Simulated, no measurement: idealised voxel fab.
The following is a process module called voxel self aligned vias.
It is cross-section cut that appears here, measuring 175 nm in width, its square cells being 5 nm in size.
Format of a cross-section: grid, square cells. Given as bands. Order: top down. Band: one or more rows of cells. Band: top height; bottom height; in nm. Then, left to right: material with width in nm, for each material. "edge to edge": a single material spanning edge to edge. "empty": empty space. We count height from 0. Below that, the starting wafer is all one material. The lowest band never ends at the bottom but goes on down; see "0 nm and below" for how that is written. When a width is written as two numbers, as in "30..40", the first number is the width in the top row of cells of the band and the second is the width in its bottom row, and the width changes by the same amount from each row to the next. "identical to before" after a step means that no cell of the cross-section changed. Voids not open to the top, 8 cells minimum: see "Unvented cavities". Written width x height at distance; distance is from the left edge; nm. Where a step's line continues beyond its settings, the continuation is a remark by the simulator itself on that step. overlay nm: mask offset rightward from planned place, masked step; negative means leftward offset.

## These are the steps we planned for the process
1) RECEIVE,material Si
2) CONFORMAL_DEP,material SiO2,thk nm 10
3) CONFORMAL_DEP,material SiCN,thk nm 5
4) DIRECTIONAL_DEP,material lowk,thk nm 25
5) MASKED_ETCH,tone open,mask id LINES,width nm 30,pitch nm 75,etch materials lowk,depth nm 25,overlay nm 0
6) CONFORMAL_DEP,material TiN,thk nm 5
7) FILL_DEP,material Ru,thk nm 10
8) CMP,height nm 40
9) SELECTIVE_ETCH,etch materials W Ru TiN,depth nm 10
10) FILL_DEP,material SiN,thk nm 10
11) CMP,height nm 40
12) DIRECTIONAL_DEP,material lowk,thk nm 20
13) MASKED_ETCH,tone open,mask id VIAS,width nm 50,etch materials lowk,depth nm 20,overlay nm 0
14) MASKED_ETCH,tone open,mask id VIAS,width nm 50,etch materials SiN,depth nm 10,overlay nm 0
15) CONFORMAL_DEP,material TiN,thk nm 5
16) FILL_DEP,material Cu,thk nm 5
17) CMP,height nm 60
18) CONFORMAL_DEP,material SiN,thk nm 5

## As received (post step 1): cross-section
> 0 nm and below = Si edge to edge
> Unvented cavities: none

## As-planned run: cross-section of the first of two wafers at end of module
> 65 nm to 60 nm = SiN edge to edge
> 60 nm to 45 nm = lowk 25 / TiN 5 / Cu 40 / TiN 5 / lowk 100
> 45 nm to 40 nm = lowk 25 / TiN 15 / Cu 20 / TiN 15 / lowk 100
> 40 nm to 35 nm = lowk 35 / TiN 5 / Cu 20 / TiN 5 / lowk 45 / SiN 30 / lowk 35
> 35 nm to 30 nm = lowk 35 / TiN 30 / lowk 45 / SiN 30 / lowk 35
> 30 nm to 20 nm = lowk 35 / TiN 5 / Ru 20 / TiN 5 / lowk 45 / TiN 5 / Ru 20 / TiN 5 / lowk 35
> 20 nm to 15 nm = lowk 35 / TiN 30 / lowk 45 / TiN 30 / lowk 35
> 15 nm to 10 nm = SiCN edge to edge
> 10 nm to 0 nm = SiO2 edge to edge
> 0 nm and below = Si edge to edge
> Unvented cavities: none

## Here's the second of our two wafers sectioned at module end. Same start as the first, same plan, but one mistake got made running it
> 65 nm to 60 nm = SiN edge to edge
> 60 nm to 45 nm = Cu 20 / TiN 5 / lowk 50 / TiN 5 / Cu 95
> 45 nm to 40 nm = TiN 25 / lowk 50 / TiN 100
> 40 nm to 30 nm = lowk 35 / SiN 30 / lowk 45 / SiN 30 / lowk 35
> 30 nm to 20 nm = lowk 35 / TiN 5 / Ru 20 / TiN 5 / lowk 45 / TiN 5 / Ru 20 / TiN 5 / lowk 35
> 20 nm to 15 nm = lowk 35 / TiN 30 / lowk 45 / TiN 30 / lowk 35
> 15 nm to 10 nm = SiCN edge to edge
> 10 nm to 0 nm = SiO2 edge to edge
> 0 nm and below = Si edge to edge
> Unvented cavities: none
In executing the process, a mistake was made relative to the plan: step 13 deviated from plan and actually ran as MASKED_ETCH,tone cover,mask id VIAS,width nm 50,etch materials lowk,depth nm 20,overlay nm 0
Wafer comparison, final, in cells, second relative to first, materials more or fewer: Cu +37, SiN +12, TiN +11, lowk -60
